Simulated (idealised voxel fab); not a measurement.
Process module under the name voxel transistor to metal
The cross-section on display is named cut; it measures 185 nm wide, and its cells are 5 nm squares.
The cross-sections in this document take the form of a grid made of square cells. They are written out as bands, in order from top to bottom. Each band consists of one or more rows of cells.
First you get the band's top height and its bottom height, in nm, and then the materials it's made of, left to right, with each width in nm. If you see a single material with "edge to edge", that one covers the band edge to edge. "air" is empty space.
Heads up on the height convention: 0 is the point under which the incoming wafer is all one material, and the lowest band has no bottom, it just keeps going down, like "top 0, no bottom".
Graded width ("30..40"): value in top row of band = first number; value in bottom row = second number; row-to-row change constant.
Basically "everything unchanged" means that step didn't change any cell in the cross-section.
This entry, "Enclosed void listing", enumerates those empty regions of no fewer than 8 cells that possess no open connection to the top. Each region is reported in the form width x height at distance, the distance being taken from the left edge, with all three quantities expressed in nm.
Heads up: the bit after the settings on a step's line is the simulator's remark on that step.
Steps that use a mask can have "overlay nm" on their line. It says how far the mask sat to the right of where it was meant to be. Negative means to the left.
## Set out below are the planned steps of the process
1 RECEIVE, material Si
2 CONFORMAL_DEP, material SiO2, thk nm 5
3 CONFORMAL_DEP, material SiN, thk nm 10
4 DIRECTIONAL_DEP, material aC, thk nm 10
5 PATTERN, tone cover, mask id ACTIVE, material resist, width nm 125, thk nm 30, overlay nm 0
6 DIRECTIONAL_ETCH, etch materials aC, depth nm 10
7 STRIP, etch materials resist
8 DIRECTIONAL_ETCH, etch materials SiN, depth nm 10
9 DIRECTIONAL_ETCH, etch materials SiO2, depth nm 5
10 DIRECTIONAL_ETCH, etch materials Si, depth nm 20
11 STRIP, etch materials aC
12 FILL_DEP, material SiO2, thk nm 10
13 CMP, height nm 15
14 SELECTIVE_ETCH, etch materials SiO2, depth nm 5
15 STRIP, etch materials SiN
16 SELECTIVE_ETCH, etch materials SiO2, depth nm 5
17 OXIDIZE, depth nm 5
18 DIRECTIONAL_DEP, material polySi, thk nm 30
19 DIRECTIONAL_DEP, material SiCN, thk nm 10
20 MASKED_ETCH, tone cover, mask id GATE, width nm 35, etch materials SiCN, depth nm 20, overlay nm 0
21 MASKED_ETCH, tone cover, mask id GATE, width nm 35, etch materials polySi, depth nm 40, overlay nm 0
22 CONFORMAL_DEP, material SiN, thk nm 10
23 DIRECTIONAL_ETCH, etch materials SiN, depth nm 10
24 DIRECTIONAL_ETCH, etch materials SiO2, depth nm 5
25 DIRECTIONAL_ETCH, etch materials Si, depth nm 5
26 EPI, material SiGe, thk nm 5
27 FILL_DEP, material SiO2, thk nm 5
28 CMP, height nm 30
29 STRIP, etch materials polySi
30 SELECTIVE_ETCH, etch materials SiO2, depth nm 5
31 CONFORMAL_DEP, material HfO2, thk nm 5
32 CONFORMAL_DEP, material TiN, thk nm 5
33 FILL_DEP, material W, thk nm 5
34 CMP, height nm 25
35 DIRECTIONAL_DEP, material SiO2, thk nm 15
36 MASKED_ETCH, tone open, mask id CONTACT, width nm 20, pitch nm 95, etch materials SiO2, depth nm 45, overlay nm 0
37 CONFORMAL_DEP, material TiN, thk nm 5
38 FILL_DEP, material Ru, thk nm 5
39 CMP, height nm 40
40 CONFORMAL_DEP, material SiN, thk nm 5
41 DIRECTIONAL_DEP, material SiO2, thk nm 15
42 PATTERN, tone open, mask id METAL_1, material resist, width nm 20, pitch nm 95, thk nm 15, overlay nm 0
43 DIRECTIONAL_ETCH, etch materials SiO2, depth nm 15
44 DIRECTIONAL_ETCH, etch materials SiN, depth nm 5
45 STRIP, etch materials resist
46 CONFORMAL_DEP, material TiN, thk nm 5
47 FILL_DEP, material Cu, thk nm 10
48 CMP, height nm 60
49 CONFORMAL_DEP, material SiN, thk nm 5
## Wafer, first of two, run as planned
## Here's what the wafer looked like in cross-section when it arrived - that's after step 1
- top 0, no bottom: Si edge to edge
- Enclosed void listing: none
## Take a look at the wafer's cross-section after step 2
- top 5, bottom 0: SiO2 edge to edge
- Anything lower than 0 is untouched.
## Take a look at the wafer's cross-section after step 3
- top 15, bottom 5: SiN edge to edge
- Anything lower than 5 is untouched.
## Take a look at the wafer's cross-section after step 4
- top 25, bottom 15: aC edge to edge
- Anything lower than 15 is untouched.
## Take a look at the wafer's cross-section after step 5
- top 55, bottom 25: air=30; resist=125; air=30
- Anything lower than 25 is untouched.
## Take a look at the wafer's cross-section after step 6
- top 45, bottom 25: air=30; resist=125; air=30
- top 25, bottom 15: air=30; aC=125; air=30
- Anything lower than 15 is untouched.
## Take a look at the wafer's cross-section after step 7
- top 25, bottom 15: air=30; aC=125; air=30
- Anything lower than 15 is untouched.
## Take a look at the wafer's cross-section after step 8
- top 25, bottom 15: air=30; aC=125; air=30
- top 15, bottom 5: air=30; SiN=125; air=30
- Anything lower than 5 is untouched.
## Take a look at the wafer's cross-section after step 9
- top 25, bottom 15: air=30; aC=125; air=30
- top 15, bottom 5: air=30; SiN=125; air=30
- top 5, bottom 0: air=30; SiO2=125; air=30
- Anything lower than 0 is untouched.
## Take a look at the wafer's cross-section after step 10
- top 25, bottom 15: air=30; aC=125; air=30
- top 15, bottom 5: air=30; SiN=125; air=30
- top 5, bottom 0: air=30; SiO2=125; air=30
- top 0, bottom -20: air=30; Si=125; air=30
- Anything lower than -20 is untouched.
## Take a look at the wafer's cross-section after step 11
- top 15, bottom 5: air=30; SiN=125; air=30
- Anything lower than 5 is untouched.
## Take a look at the wafer's cross-section after step 12
- top 25, bottom 15: SiO2 edge to edge
- top 15, bottom 5: SiO2=30; SiN=125; SiO2=30
- top 5, bottom 0: SiO2 edge to edge
- top 0, bottom -20: SiO2=30; Si=125; SiO2=30
- Anything lower than -20 is untouched.
## Take a look at the wafer's cross-section after step 13
- top 15, bottom 5: SiO2=30; SiN=125; SiO2=30
- Anything lower than 5 is untouched.
## Take a look at the wafer's cross-section after step 14
- top 15, bottom 10: air=30; SiN=125; air=30
- Anything lower than 10 is untouched.
## Take a look at the wafer's cross-section after step 15
- top 10, bottom 5: SiO2=30; air=125; SiO2=30
- Anything lower than 5 is untouched.
## Take a look at the wafer's cross-section after step 16
- top 5, bottom 0: SiO2=25; air=135; SiO2=25
- Anything lower than 0 is untouched.
## Take a look at the wafer's cross-section after step 17
- top 5, bottom 0: SiO2=25; air=135; SiO2=25
- top 0, bottom -5: SiO2 edge to edge
- Anything lower than -5 is untouched.
## Take a look at the wafer's cross-section after step 18
- top 35, bottom 30: polySi=25; air=135; polySi=25
- top 30, bottom 5: polySi edge to edge
- top 5, bottom 0: SiO2=25; polySi=135; SiO2=25
- Anything lower than 0 is untouched.
## Take a look at the wafer's cross-section after step 19
- top 45, bottom 40: SiCN=25; air=135; SiCN=25
- top 40, bottom 35: SiCN edge to edge
- top 35, bottom 30: polySi=25; SiCN=135; polySi=25
- Anything lower than 30 is untouched.
## Take a look at the wafer's cross-section after step 20
- top 40, bottom 35: air=75; SiCN=35; air=75
- top 35, bottom 30: polySi=25; air=50; SiCN=35; air=50; polySi=25
- Anything lower than 30 is untouched.
## Take a look at the wafer's cross-section after step 21
- top 40, bottom 30: air=75; SiCN=35; air=75
- top 30, bottom 5: air=75; polySi=35; air=75
- top 5, bottom 0: SiO2=25; air=50; polySi=35; air=50; SiO2=25
- Anything lower than 0 is untouched.
## Take a look at the wafer's cross-section after step 22
- top 50, bottom 40: air=65; SiN=55; air=65
- top 40, bottom 30: air=65; SiN=10; SiCN=35; SiN=10; air=65
- top 30, bottom 15: air=65; SiN=10; polySi=35; SiN=10; air=65
- top 15, bottom 10: SiN=35; air=30; SiN=10; polySi=35; SiN=10; air=30; SiN=35
- top 10, bottom 5: SiN=75; polySi=35; SiN=75
- top 5, bottom 0: SiO2=25; SiN=50; polySi=35; SiN=50; SiO2=25
- Anything lower than 0 is untouched.
## Take a look at the wafer's cross-section after step 23
- top 40, bottom 30: air=65; SiN=10; SiCN=35; SiN=10; air=65
- top 30, bottom 5: air=65; SiN=10; polySi=35; SiN=10; air=65
- top 5, bottom 0: SiO2=25; SiN=10; air=30; SiN=10; polySi=35; SiN=10; air=30; SiN=10; SiO2=25
- Anything lower than 0 is untouched.
## Take a look at the wafer's cross-section after step 24
- top 40, bottom 30: air=65; SiN=10; SiCN=35; SiN=10; air=65
- top 30, bottom 5: air=65; SiN=10; polySi=35; SiN=10; air=65
- top 5, bottom 0: air=25; SiN=10; air=30; SiN=10; polySi=35; SiN=10; air=30; SiN=10; air=25
- top 0, bottom -5: SiO2=35; air=30; SiO2=55; air=30; SiO2=35
- Anything lower than -5 is untouched.
## Take a look at the wafer's cross-section after step 25
- top 40, bottom 30: air=65; SiN=10; SiCN=35; SiN=10; air=65
- top 30, bottom 5: air=65; SiN=10; polySi=35; SiN=10; air=65
- top 5, bottom 0: air=25; SiN=10; air=30; SiN=10; polySi=35; SiN=10; air=30; SiN=10; air=25
- top 0, bottom -5: SiO2=35; air=30; SiO2=55; air=30; SiO2=35
- top -5, bottom -10: SiO2=30; Si=5; air=30; Si=55; air=30; Si=5; SiO2=30
- Anything lower than -10 is untouched.
## Take a look at the wafer's cross-section after step 26
- top 40, bottom 30: air=65; SiN=10; SiCN=35; SiN=10; air=65
- top 30, bottom 5: air=65; SiN=10; polySi=35; SiN=10; air=65
- top 5, bottom 0: air=25; SiN=10; air=30; SiN=10; polySi=35; SiN=10; air=30; SiN=10; air=25
- top 0, bottom -5: SiO2=35; SiGe=5; air=20; SiGe=5; SiO2=55; SiGe=5; air=20; SiGe=5; SiO2=35
- top -5, bottom -10: SiO2=30; Si=5; SiGe=30; Si=55; SiGe=30; Si=5; SiO2=30
- Anything lower than -10 is untouched.
## Take a look at the wafer's cross-section after step 27
- top 45, bottom 40: SiO2 edge to edge
- top 40, bottom 30: SiO2=65; SiN=10; SiCN=35; SiN=10; SiO2=65
- top 30, bottom 5: SiO2=65; SiN=10; polySi=35; SiN=10; SiO2=65
- top 5, bottom 0: SiO2=25; SiN=10; SiO2=30; SiN=10; polySi=35; SiN=10; SiO2=30; SiN=10; SiO2=25
- top 0, bottom -5: SiO2=35; SiGe=5; SiO2=20; SiGe=5; SiO2=55; SiGe=5; SiO2=20; SiGe=5; SiO2=35
- Anything lower than -5 is untouched.
## Take a look at the wafer's cross-section after step 28
- top 30, bottom 5: SiO2=65; SiN=10; polySi=35; SiN=10; SiO2=65
- Anything lower than 5 is untouched.
## Take a look at the wafer's cross-section after step 29
- top 30, bottom 5: SiO2=65; SiN=10; air=35; SiN=10; SiO2=65
- top 5, bottom 0: SiO2=25; SiN=10; SiO2=30; SiN=10; air=35; SiN=10; SiO2=30; SiN=10; SiO2=25
- Anything lower than 0 is untouched.
## Take a look at the wafer's cross-section after step 30
- top 30, bottom 25: air=65; SiN=10; air=35; SiN=10; air=65
- top 25, bottom 5: SiO2=65; SiN=10; air=35; SiN=10; SiO2=65
- top 5, bottom 0: SiO2=25; SiN=10; SiO2=30; SiN=10; air=35; SiN=10; SiO2=30; SiN=10; SiO2=25
- top 0, bottom -5: SiO2=35; SiGe=5; SiO2=20; SiGe=5; SiO2=5; air=45; SiO2=5; SiGe=5; SiO2=20; SiGe=5; SiO2=35
- Anything lower than -5 is untouched.
## Take a look at the wafer's cross-section after step 31
- top 35, bottom 30: air=60; HfO2=20; air=25; HfO2=20; air=60
- top 30, bottom 25: HfO2=65; SiN=10; HfO2=5; air=25; HfO2=5; SiN=10; HfO2=65
- top 25, bottom 5: SiO2=65; SiN=10; HfO2=5; air=25; HfO2=5; SiN=10; SiO2=65
- top 5, bottom 0: SiO2=25; SiN=10; SiO2=30; SiN=10; HfO2=5; air=25; HfO2=5; SiN=10; SiO2=30; SiN=10; SiO2=25
- top 0, bottom -5: SiO2=35; SiGe=5; SiO2=20; SiGe=5; SiO2=5; HfO2=45; SiO2=5; SiGe=5; SiO2=20; SiGe=5; SiO2=35
- Anything lower than -5 is untouched.
## Take a look at the wafer's cross-section after step 32
- top 40, bottom 35: air=55; TiN=30; air=15; TiN=30; air=55
- top 35, bottom 30: TiN=60; HfO2=20; TiN=5; air=15; TiN=5; HfO2=20; TiN=60
- top 30, bottom 25: HfO2=65; SiN=10; HfO2=5; TiN=5; air=15; TiN=5; HfO2=5; SiN=10; HfO2=65
- top 25, bottom 5: SiO2=65; SiN=10; HfO2=5; TiN=5; air=15; TiN=5; HfO2=5; SiN=10; SiO2=65
- top 5, bottom 0: SiO2=25; SiN=10; SiO2=30; SiN=10; HfO2=5; TiN=25; HfO2=5; SiN=10; SiO2=30; SiN=10; SiO2=25
- Anything lower than 0 is untouched.
## Take a look at the wafer's cross-section after step 33
- top 45, bottom 40: W edge to edge
- top 40, bottom 35: W=55; TiN=30; W=15; TiN=30; W=55
- top 35, bottom 30: TiN=60; HfO2=20; TiN=5; W=15; TiN=5; HfO2=20; TiN=60
- top 30, bottom 25: HfO2=65; SiN=10; HfO2=5; TiN=5; W=15; TiN=5; HfO2=5; SiN=10; HfO2=65
- top 25, bottom 5: SiO2=65; SiN=10; HfO2=5; TiN=5; W=15; TiN=5; HfO2=5; SiN=10; SiO2=65
- Anything lower than 5 is untouched.
## Take a look at the wafer's cross-section after step 34
- top 25, bottom 5: SiO2=65; SiN=10; HfO2=5; TiN=5; W=15; TiN=5; HfO2=5; SiN=10; SiO2=65
- Anything lower than 5 is untouched.
## Take a look at the wafer's cross-section after step 35
- top 40, bottom 25: SiO2 edge to edge
- Anything lower than 25 is untouched.
## Take a look at the wafer's cross-section after step 36
- top 40, bottom 25: SiO2=35; air=20; SiO2=75; air=20; SiO2=35
- top 25, bottom 5: SiO2=35; air=20; SiO2=10; SiN=10; HfO2=5; TiN=5; W=15; TiN=5; HfO2=5; SiN=10; SiO2=10; air=20; SiO2=35
- top 5, bottom 0: SiO2=25; SiN=10; air=20; SiO2=10; SiN=10; HfO2=5; TiN=25; HfO2=5; SiN=10; SiO2=10; air=20; SiN=10; SiO2=25
- top 0, bottom -5: SiO2=35; SiGe=5; air=15; SiO2=5; SiGe=5; SiO2=5; HfO2=45; SiO2=5; SiGe=5; SiO2=5; air=15; SiGe=5; SiO2=35
- Anything lower than -5 is untouched.
## Take a look at the wafer's cross-section after step 37
- top 45, bottom 40: TiN=40; air=10; TiN=85; air=10; TiN=40
- top 40, bottom 25: SiO2=35; TiN=5; air=10; TiN=5; SiO2=75; TiN=5; air=10; TiN=5; SiO2=35
- top 25, bottom 5: SiO2=35; TiN=5; air=10; TiN=5; SiO2=10; SiN=10; HfO2=5; TiN=5; W=15; TiN=5; HfO2=5; SiN=10; SiO2=10; TiN=5; air=10; TiN=5; SiO2=35
- top 5, bottom 0: SiO2=25; SiN=10; TiN=10; air=5; TiN=5; SiO2=10; SiN=10; HfO2=5; TiN=25; HfO2=5; SiN=10; SiO2=10; TiN=5; air=5; TiN=10; SiN=10; SiO2=25
- top 0, bottom -5: SiO2=35; SiGe=5; TiN=15; SiO2=5; SiGe=5; SiO2=5; HfO2=45; SiO2=5; SiGe=5; SiO2=5; TiN=15; SiGe=5; SiO2=35
- Anything lower than -5 is untouched.
## Take a look at the wafer's cross-section after step 38
- top 50, bottom 45: Ru edge to edge
- top 45, bottom 40: TiN=40; Ru=10; TiN=85; Ru=10; TiN=40
- top 40, bottom 25: SiO2=35; TiN=5; Ru=10; TiN=5; SiO2=75; TiN=5; Ru=10; TiN=5; SiO2=35
- top 25, bottom 5: SiO2=35; TiN=5; Ru=10; TiN=5; SiO2=10; SiN=10; HfO2=5; TiN=5; W=15; TiN=5; HfO2=5; SiN=10; SiO2=10; TiN=5; Ru=10; TiN=5; SiO2=35
- top 5, bottom 0: SiO2=25; SiN=10; TiN=10; Ru=5; TiN=5; SiO2=10; SiN=10; HfO2=5; TiN=25; HfO2=5; SiN=10; SiO2=10; TiN=5; Ru=5; TiN=10; SiN=10; SiO2=25
- Anything lower than 0 is untouched.
## Take a look at the wafer's cross-section after step 39
- top 40, bottom 25: SiO2=35; TiN=5; Ru=10; TiN=5; SiO2=75; TiN=5; Ru=10; TiN=5; SiO2=35
- Anything lower than 25 is untouched.
## Take a look at the wafer's cross-section after step 40
- top 45, bottom 40: SiN edge to edge
- Anything lower than 40 is untouched.
## Take a look at the wafer's cross-section after step 41
- top 60, bottom 45: SiO2 edge to edge
- Anything lower than 45 is untouched.
## Take a look at the wafer's cross-section after step 42
- top 75, bottom 60: resist=35; air=20; resist=75; air=20; resist=35
- Anything lower than 60 is untouched.
## Take a look at the wafer's cross-section after step 43
- top 75, bottom 60: resist=35; air=20; resist=75; air=20; resist=35
- top 60, bottom 45: SiO2=35; air=20; SiO2=75; air=20; SiO2=35
- Anything lower than 45 is untouched.
## Take a look at the wafer's cross-section after step 44
- top 75, bottom 60: resist=35; air=20; resist=75; air=20; resist=35
- top 60, bottom 45: SiO2=35; air=20; SiO2=75; air=20; SiO2=35
- top 45, bottom 40: SiN=35; air=20; SiN=75; air=20; SiN=35
- Anything lower than 40 is untouched.
## Take a look at the wafer's cross-section after step 45
- top 60, bottom 45: SiO2=35; air=20; SiO2=75; air=20; SiO2=35
- Anything lower than 45 is untouched.
## Take a look at the wafer's cross-section after step 46
- top 65, bottom 60: TiN=40; air=10; TiN=85; air=10; TiN=40
- top 60, bottom 45: SiO2=35; TiN=5; air=10; TiN=5; SiO2=75; TiN=5; air=10; TiN=5; SiO2=35
- top 45, bottom 40: SiN=35; TiN=20; SiN=75; TiN=20; SiN=35
- Anything lower than 40 is untouched.
## Take a look at the wafer's cross-section after step 47
- top 75, bottom 65: Cu edge to edge
- top 65, bottom 60: TiN=40; Cu=10; TiN=85; Cu=10; TiN=40
- top 60, bottom 45: SiO2=35; TiN=5; Cu=10; TiN=5; SiO2=75; TiN=5; Cu=10; TiN=5; SiO2=35
- Anything lower than 45 is untouched.
## Take a look at the wafer's cross-section after step 48
- top 60, bottom 45: SiO2=35; TiN=5; Cu=10; TiN=5; SiO2=75; TiN=5; Cu=10; TiN=5; SiO2=35
- Anything lower than 45 is untouched.
## Take a look at the wafer's cross-section after step 49
- top 65, bottom 60: SiN edge to edge
- Anything lower than 60 is untouched.
## Second of two: same start, same plan, one run error; steps up to and including 36 match the first
## X-section, second wafer, when step 37 was due to finish
- top 45, bottom 40: W=40; air=10; W=85; air=10; W=40
- top 40, bottom 25: SiO2=35; W=5; air=10; W=5; SiO2=75; W=5; air=10; W=5; SiO2=35
- top 25, bottom 5: SiO2=35; W=5; air=10; W=5; SiO2=10; SiN=10; HfO2=5; TiN=5; W=15; TiN=5; HfO2=5; SiN=10; SiO2=10; W=5; air=10; W=5; SiO2=35
- top 5, bottom 0: SiO2=25; SiN=10; W=10; air=5; W=5; SiO2=10; SiN=10; HfO2=5; TiN=25; HfO2=5; SiN=10; SiO2=10; W=5; air=5; W=10; SiN=10; SiO2=25
- top 0, bottom -5: SiO2=35; SiGe=5; W=15; SiO2=5; SiGe=5; SiO2=5; HfO2=45; SiO2=5; SiGe=5; SiO2=5; W=15; SiGe=5; SiO2=35
- Anything lower than -5 is untouched.
## X-section, second wafer, when step 38 was due to finish
- top 50, bottom 45: Ru edge to edge
- top 45, bottom 40: W=40; Ru=10; W=85; Ru=10; W=40
- top 40, bottom 25: SiO2=35; W=5; Ru=10; W=5; SiO2=75; W=5; Ru=10; W=5; SiO2=35
- top 25, bottom 5: SiO2=35; W=5; Ru=10; W=5; SiO2=10; SiN=10; HfO2=5; TiN=5; W=15; TiN=5; HfO2=5; SiN=10; SiO2=10; W=5; Ru=10; W=5; SiO2=35
- top 5, bottom 0: SiO2=25; SiN=10; W=10; Ru=5; W=5; SiO2=10; SiN=10; HfO2=5; TiN=25; HfO2=5; SiN=10; SiO2=10; W=5; Ru=5; W=10; SiN=10; SiO2=25
- Anything lower than 0 is untouched.
## X-section, second wafer, when step 39 was due to finish
- top 40, bottom 25: SiO2=35; W=5; Ru=10; W=5; SiO2=75; W=5; Ru=10; W=5; SiO2=35
- Anything lower than 25 is untouched.
## X-section, second wafer, when step 40 was due to finish
- top 45, bottom 40: SiN edge to edge
- Anything lower than 40 is untouched.
## X-section, second wafer, when step 41 was due to finish
- top 60, bottom 45: SiO2 edge to edge
- Anything lower than 45 is untouched.
## X-section, second wafer, when step 42 was due to finish
- top 75, bottom 60: resist=35; air=20; resist=75; air=20; resist=35
- Anything lower than 60 is untouched.
## X-section, second wafer, when step 43 was due to finish
- top 75, bottom 60: resist=35; air=20; resist=75; air=20; resist=35
- top 60, bottom 45: SiO2=35; air=20; SiO2=75; air=20; SiO2=35
- Anything lower than 45 is untouched.
## X-section, second wafer, when step 44 was due to finish
- top 75, bottom 60: resist=35; air=20; resist=75; air=20; resist=35
- top 60, bottom 45: SiO2=35; air=20; SiO2=75; air=20; SiO2=35
- top 45, bottom 40: SiN=35; air=20; SiN=75; air=20; SiN=35
- Anything lower than 40 is untouched.
## X-section, second wafer, when step 45 was due to finish
- top 60, bottom 45: SiO2=35; air=20; SiO2=75; air=20; SiO2=35
- Anything lower than 45 is untouched.
## X-section, second wafer, when step 46 was due to finish
- top 65, bottom 60: TiN=40; air=10; TiN=85; air=10; TiN=40
- top 60, bottom 45: SiO2=35; TiN=5; air=10; TiN=5; SiO2=75; TiN=5; air=10; TiN=5; SiO2=35
- top 45, bottom 40: SiN=35; TiN=20; SiN=75; TiN=20; SiN=35
- Anything lower than 40 is untouched.
## X-section, second wafer, when step 47 was due to finish
- top 75, bottom 65: Cu edge to edge
- top 65, bottom 60: TiN=40; Cu=10; TiN=85; Cu=10; TiN=40
- top 60, bottom 45: SiO2=35; TiN=5; Cu=10; TiN=5; SiO2=75; TiN=5; Cu=10; TiN=5; SiO2=35
- Anything lower than 45 is untouched.
## X-section, second wafer, when step 48 was due to finish
- top 60, bottom 45: SiO2=35; TiN=5; Cu=10; TiN=5; SiO2=75; TiN=5; Cu=10; TiN=5; SiO2=35
- Anything lower than 45 is untouched.
## X-section, second wafer, when step 49 was due to finish
- top 65, bottom 60: SiN edge to edge
- Anything lower than 60 is untouched.
Heads up, the wafer didn't run the way we planned it: step 37 did not use the planned setting and instead ran as CONFORMAL_DEP, material W, thk nm 5
Per the end-of-run cell counts, the second wafer holds more or fewer of some materials than the first: -40 TiN, +40 W
